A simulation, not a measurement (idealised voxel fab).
The process module presented herein is designated voxel plated lines.
Cross-sectional view cut (width: 140 nm; square cell size: 5 nm).
If you're reading a cross-section in this doc, picture square cells in a grid; it comes to you as bands, top ones listed first down to the bottom, and a band can be one or more rows of cells. Band: top and bottom heights (nm) first, top before bottom; then materials from left to right, widths in nm. "everywhere" marks a sole material filling the band edge to edge. "empty" denotes empty space. Below 0: as-received wafer, all one material; heights counted from there. Lowest band: no bottom, goes on down, written "from 0 down". Graded width ("30->40"): value in top row of band = first number; value in bottom row = second number; row-to-row change constant. Basically "nothing got changed" means that step didn't change any cell in the cross-section. The entry titled "Sealed internal cavities" provides the empty spaces that have no open way to the top, restricted to those of 8 cells or more. Each is presented as width x height at distance, the distance being measured from the left edge, with all three in nm. If you see something after the settings on a step's line, that's the simulator's own remark about that step. The setting "overlay nm" may be written on the line of a step. When the step uses a mask, the value reports how far to the right of the planned place the mask lay, and a negative value reports that it lay to the left.
Steps planned for the process
step 1: RECEIVE: material Si
step 2: CONFORMAL_DEP: material SiN, thk nm 5
step 3: DIRECTIONAL_DEP: material TiN, thk nm 5
step 4: PATTERN: tone open, mask id LINES, material resist, width nm 20, pitch nm 45, thk nm 20, overlay nm 0
step 5: EPI: material Ru, thk nm 10
step 6: STRIP: etch materials resist
step 7: DIRECTIONAL_ETCH: etch materials TiN, depth nm 5
step 8: CONFORMAL_DEP: material SiCN, thk nm 10
Cross-section of the wafer as it came to us, i.e., already through step 1
	from 0 down | Si everywhere
	Sealed internal cavities: none
Run as planned - first of the two wafers cross-sectioned at the end of the module
	from 30 to 20 | 5 of empty; 40 of SiCN; 5 of empty; 40 of SiCN; 5 of empty; 40 of SiCN; 5 of empty
	from 20 to 15 | 5 of empty; 10 of SiCN; 20 of Ru; 10 of SiCN; 5 of empty; 10 of SiCN; 20 of Ru; 10 of SiCN; 5 of empty; 10 of SiCN; 20 of Ru; 10 of SiCN; 5 of empty
	from 15 to 10 | 15 of SiCN; 20 of Ru; 25 of SiCN; 20 of Ru; 25 of SiCN; 20 of Ru; 15 of SiCN
	from 10 to 5 | 15 of SiCN; 20 of TiN; 25 of SiCN; 20 of TiN; 25 of SiCN; 20 of TiN; 15 of SiCN
	from 5 to 0 | SiN everywhere
	from 0 down | Si everywhere
	Sealed internal cavities: none
End-of-module cross-section of the second wafer: identical starting point and process plan to the first, with one processing mistake
	from 40 to 30 | 5 of empty; 40 of SiCN; 5 of empty; 40 of SiCN; 5 of empty; 40 of SiCN; 5 of empty
	from 30 to 25 | 5 of empty; 10 of SiCN; 20 of Ru; 10 of SiCN; 5 of empty; 10 of SiCN; 20 of Ru; 10 of SiCN; 5 of empty; 10 of SiCN; 20 of Ru; 10 of SiCN; 5 of empty
	from 25 to 20 | 15 of SiCN; 20 of Ru; 25 of SiCN; 20 of Ru; 25 of SiCN; 20 of Ru; 15 of SiCN
	from 20 to 15 | 15 of SiCN; 20 of TiN; 25 of SiCN; 20 of TiN; 25 of SiCN; 20 of TiN; 15 of SiCN
	from 15 to 0 | SiN everywhere
	from 0 down | Si everywhere
	Sealed internal cavities: none
Against the plan, the run slipped here: step 2 off recipe, ran as CONFORMAL_DEP: material SiN, thk nm 15
Final comparison by cell count, materials where the second wafer has more or fewer than the first: +56 SiN
